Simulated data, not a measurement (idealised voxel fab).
Herein follows the process module entitled voxel wiring stack.
Cross-sectional view cut (width: 230 nm; square cell size: 5 nm).
Cross-section format: a grid of square cells, given as bands from top to bottom; each band is one or more rows of cells.
Look at the band entry: it leads with the top's height and the bottom's height in nm. Then it lists the materials left to right, with a width in nm for each. The word "edge to edge" on a single material says that material fills the band edge to edge. The word "air" is empty space.
Heights are expressed relative to 0, this being the level below which the as-received wafer comprises one material exclusively. The lowest band is unbounded in the downward direction and is denoted as in "from 0 down".
Top row gets the first number, bottom row gets the second, and each row in between changes by the same step: that is how a band width like "30->40" works.
No cell of the cross-section changed in a step that is given as "nothing was modified".
Sealed cavities: empty space of 8 cells or more with no open way to the top, each as width x height at its distance from the left edge, in nm
Where a step's line continues beyond its settings, the continuation is a remark by the simulator itself on that step.
The line of a step may include "overlay nm". On a step with a mask, this value is how far to the right of its planned place the mask lay. A negative value means the mask lay to the left.
Set out below are the planned steps of the process
step 1: RECEIVE,material Si
step 2: CONFORMAL_DEP,material SiO2,thk nm 15
step 3: DIRECTIONAL_DEP,material TiN,thk nm 5
step 4: DIRECTIONAL_DEP,material W,thk nm 25
step 5: DIRECTIONAL_DEP,material aC,thk nm 15
step 6: PATTERN,tone cover,mask id METAL_1,material resist,width nm 25,pitch nm 40,thk nm 30,overlay nm 0
step 7: DIRECTIONAL_ETCH,etch materials aC,depth nm 15
step 8: STRIP,etch materials resist
step 9: DIRECTIONAL_ETCH,etch materials W,depth nm 25
step 10: DIRECTIONAL_ETCH,etch materials TiN,depth nm 5
step 11: STRIP,etch materials aC
step 12: FILL_DEP,material lowk,thk nm 5
step 13: CMP,height nm 45
step 14: CONFORMAL_DEP,material SiCN,thk nm 5
step 15: DIRECTIONAL_DEP,material SiO2,thk nm 15
step 16: DIRECTIONAL_DEP,material aC,thk nm 10
step 17: PATTERN,tone open,mask id PLUG_1,material resist,width nm 15,pitch nm 80,thk nm 25,overlay nm 0
step 18: DIRECTIONAL_ETCH,etch materials aC,depth nm 10
step 19: STRIP,etch materials resist
step 20: DIRECTIONAL_ETCH,etch materials SiO2,depth nm 15
step 21: DIRECTIONAL_ETCH,etch materials SiCN,depth nm 5
step 22: STRIP,etch materials aC
step 23: EPI,material Ru,thk nm 10
step 24: EPI,material Ru,thk nm 10
step 25: DIRECTIONAL_DEP,material TiN,thk nm 5
step 26: DIRECTIONAL_DEP,material W,thk nm 15
step 27: MASKED_ETCH,tone cover,mask id METAL_2,width nm 25,pitch nm 40,etch materials W,depth nm 15,overlay nm 0
step 28: MASKED_ETCH,tone cover,mask id METAL_2,width nm 25,pitch nm 40,etch materials TiN,depth nm 5,overlay nm 0
step 29: CONFORMAL_DEP,material SiN,thk nm 5
step 30: FILL_DEP,material SiO2,thk nm 5
step 31: CMP,height nm 85
step 32: CONFORMAL_DEP,material SiCN,thk nm 5
step 33: DIRECTIONAL_DEP,material lowk,thk nm 25
step 34: DIRECTIONAL_DEP,material aC,thk nm 15
step 35: PATTERN,tone open,mask id METAL_3_HOLES,material resist,width nm 15,pitch nm 40,thk nm 35,overlay nm 0
step 36: DIRECTIONAL_ETCH,etch materials aC,depth nm 15
step 37: STRIP,etch materials resist
step 38: DIRECTIONAL_ETCH,etch materials lowk,depth nm 25
step 39: STRIP,etch materials aC
step 40: DIRECTIONAL_DEP,material aC,thk nm 10
step 41: PATTERN,tone open,mask id METAL_3,material resist,width nm 25,pitch nm 40,thk nm 25,overlay nm 0
step 42: DIRECTIONAL_ETCH,etch materials aC,depth nm 10
step 43: STRIP,etch materials resist
step 44: DIRECTIONAL_ETCH,etch materials lowk,depth nm 15
step 45: DIRECTIONAL_ETCH,etch materials SiCN,depth nm 5
step 46: STRIP,etch materials aC
step 47: CONFORMAL_DEP,material TiN,thk nm 5
step 48: FILL_DEP,material Ru,thk nm 5
step 49: CMP,height nm 115
step 50: CONFORMAL_DEP,material SiCN,thk nm 5
step 51: DIRECTIONAL_DEP,material lowk,thk nm 15
step 52: PATTERN,tone open,mask id PLUG_3,material resist,width nm 15,pitch nm 80,thk nm 15,overlay nm 0
step 53: DIRECTIONAL_ETCH,etch materials lowk,depth nm 15
step 54: DIRECTIONAL_ETCH,etch materials SiCN,depth nm 5
step 55: STRIP,etch materials resist
step 56: CONFORMAL_DEP,material TiN,thk nm 5
step 57: FILL_DEP,material W,thk nm 5
step 58: CMP,height nm 135
step 59: DIRECTIONAL_DEP,material TiN,thk nm 5
step 60: DIRECTIONAL_DEP,material W,thk nm 15
step 61: PATTERN,tone cover,mask id METAL_4,material resist,width nm 25,pitch nm 40,thk nm 15,overlay nm 0
step 62: DIRECTIONAL_ETCH,etch materials W,depth nm 15
step 63: DIRECTIONAL_ETCH,etch materials TiN,depth nm 5
step 64: STRIP,etch materials resist
step 65: FILL_DEP,material lowk,thk nm 10
step 66: CMP,height nm 155
step 67: CONFORMAL_DEP,material SiCN,thk nm 5
Shown in cross-section is the wafer as received, that is, as it stands after step 1
	from 0 down  Si edge to edge
	Sealed cavities: none
The plan above was carried out on the starting structure above with one mistake, and this cross-section shows the wafer at the end of the module
	from 160 to 155  SiCN edge to edge
	from 155 to 140  lowk (40), W (25), lowk (15), W (25), lowk (15), W (25), lowk (15), W (25), lowk (45)
	from 140 to 135  lowk (40), TiN (25), lowk (15), TiN (25), lowk (15), TiN (25), lowk (15), TiN (25), lowk (45)
	from 135 to 120  lowk (30), TiN (5), W (5), TiN (5), lowk (65), TiN (5), W (5), TiN (5), lowk (105)
	from 120 to 115  SiCN (30), TiN (15), SiCN (65), TiN (15), SiCN (105)
	from 115 to 105  lowk (40), TiN (5), Ru (15), TiN (5), lowk (15), TiN (5), Ru (15), TiN (5), lowk (15), TiN (5), Ru (15), TiN (5), lowk (15), TiN (5), Ru (15), TiN (5), lowk (45)
	from 105 to 100  lowk (40), TiN (5), Ru (5), TiN (15), lowk (15), TiN (5), Ru (5), TiN (15), lowk (15), TiN (5), Ru (5), TiN (15), lowk (15), TiN (5), Ru (5), TiN (15), lowk (45)
	from 100 to 90  lowk (40), TiN (5), Ru (5), TiN (5), lowk (25), TiN (5), Ru (5), TiN (5), lowk (25), TiN (5), Ru (5), TiN (5), lowk (25), TiN (5), Ru (5), TiN (5), lowk (55)
	from 90 to 85  SiCN (40), TiN (15), SiCN (25), TiN (15), SiCN (25), TiN (15), SiCN (25), TiN (15), SiCN (55)
	from 85 to 70  SiO2 (35), SiN (5), W (25), SiN (5), SiO2 (5), SiN (5), W (25), SiN (5), SiO2 (5), SiN (5), W (25), SiN (5), SiO2 (5), SiN (5), W (25), SiN (5), SiO2 (40)
	from 70 to 65  SiN (40), TiN (25), SiN (15), TiN (25), SiN (15), TiN (25), SiN (15), TiN (25), SiN (45)
	from 65 to 50  SiO2 (40), Ru (15), SiO2 (65), Ru (15), SiO2 (95)
	from 50 to 45  SiCN (40), Ru (15), SiCN (65), Ru (15), SiCN (95)
	from 45 to 20  lowk (40), W (25), lowk (15), W (25), lowk (15), W (25), lowk (15), W (25), lowk (45)
	from 20 to 15  lowk (40), TiN (25), lowk (15), TiN (25), lowk (15), TiN (25), lowk (15), TiN (25), lowk (45)
	from 15 to 0  SiO2 edge to edge
	from 0 down  Si edge to edge
	Sealed cavities: none
Deviation from plan: step 52 off recipe, ran as PATTERN,tone open,mask id PLUG_3,material resist,width nm 15,pitch nm 80,thk nm 15,overlay nm -10
